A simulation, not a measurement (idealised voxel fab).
Module name: voxel self aligned contacts (process module)
Square cell edge 5 nm, section width 195 nm, ID cut.
Square cells in a grid make up a cross-section in this document, and the grid is given as bands, listed from the top down, each one or more rows of cells.
It is stipulated that each band's entry specify, in nanometres, the height of the top of the band and then that of its bottom, followed by the materials of the band in left-to-right sequence, each together with its width in nanometres. A single material marked by the word "all across" is understood to fill the band from edge to edge; the word "empty" is understood to denote empty space.
Where do heights start? At 0: under that level the wafer as delivered is made of one material only. And the lowest band has no floor; it just carries on downward, as in "from 0 down".
You'd read "30 to 40" like this: the band's top row of cells is as wide as the first number, its bottom row is as wide as the second, and going down, every row changes width by the same amount as the row before did.
Basically "stayed the same" means that step didn't change any cell in the cross-section.
"Sealed cavities" - sealed voids, min. 8 cells, no opening to top; format: width x height at distance (distance from left edge; nm throughout).
after a step's settings: what the simulator itself notes on the step
overlay nm: on a step with a mask, how far right of its planned place the mask lay; negative means left.
plan
1: RECEIVE: material Si
2: CONFORMAL_DEP: material SiO2, thk nm 5
3: DIRECTIONAL_DEP: material polySi, thk nm 25
4: DIRECTIONAL_DEP: material SiN, thk nm 25
5: DIRECTIONAL_DEP: material aC, thk nm 15
6: PATTERN: tone cover, mask id GATE, material resist, width nm 25, pitch nm 65, thk nm 35, overlay nm 0
7: DIRECTIONAL_ETCH: etch materials aC, depth nm 15
8: STRIP: etch materials resist
9: DIRECTIONAL_ETCH: etch materials SiN, depth nm 25
10: DIRECTIONAL_ETCH: etch materials polySi, depth nm 25
11: STRIP: etch materials aC
12: CONFORMAL_DEP: material SiN, thk nm 10
13: DIRECTIONAL_ETCH: etch materials SiN, depth nm 10
14: FILL_DEP: material SiO2, thk nm 15
15: CMP: height nm 60
16: MASKED_ETCH: tone open, mask id CONTACT, width nm 50, etch materials SiO2, depth nm 60, overlay nm 0
17: CONFORMAL_DEP: material TiN, thk nm 5
18: FILL_DEP: material Ru, thk nm 5
19: CMP: height nm 60
20: CONFORMAL_DEP: material SiN, thk nm 5
The cross-section here shows the wafer as received, i.e. in its state after step 1
> from 0 down = Si all across
> Sealed cavities: none
Final cross-section, module run with one mistake (start and plan as above)
> from 65 to 60 = SiN all across
> from 60 to 55 = 70 of SiO2  20 of TiN  10 of Ru  20 of TiN  75 of SiO2
> from 55 to 35 = 40 of SiO2  10 of SiN  25 of polySi  10 of SiN  5 of TiN  10 of Ru  5 of TiN  10 of SiN  25 of polySi  10 of SiN  45 of SiO2
> from 35 to 30 = 40 of SiO2  10 of SiN  25 of polySi  10 of SiN  20 of TiN  10 of SiN  25 of polySi  10 of SiN  45 of SiO2
> from 30 to 5 = SiN all across
> from 5 to 0 = SiO2 all across
> from 0 down = Si all across
> Sealed cavities: none
Error vs. plan: steps 3 and 4 of the plan were run in the wrong order, each in the other's place
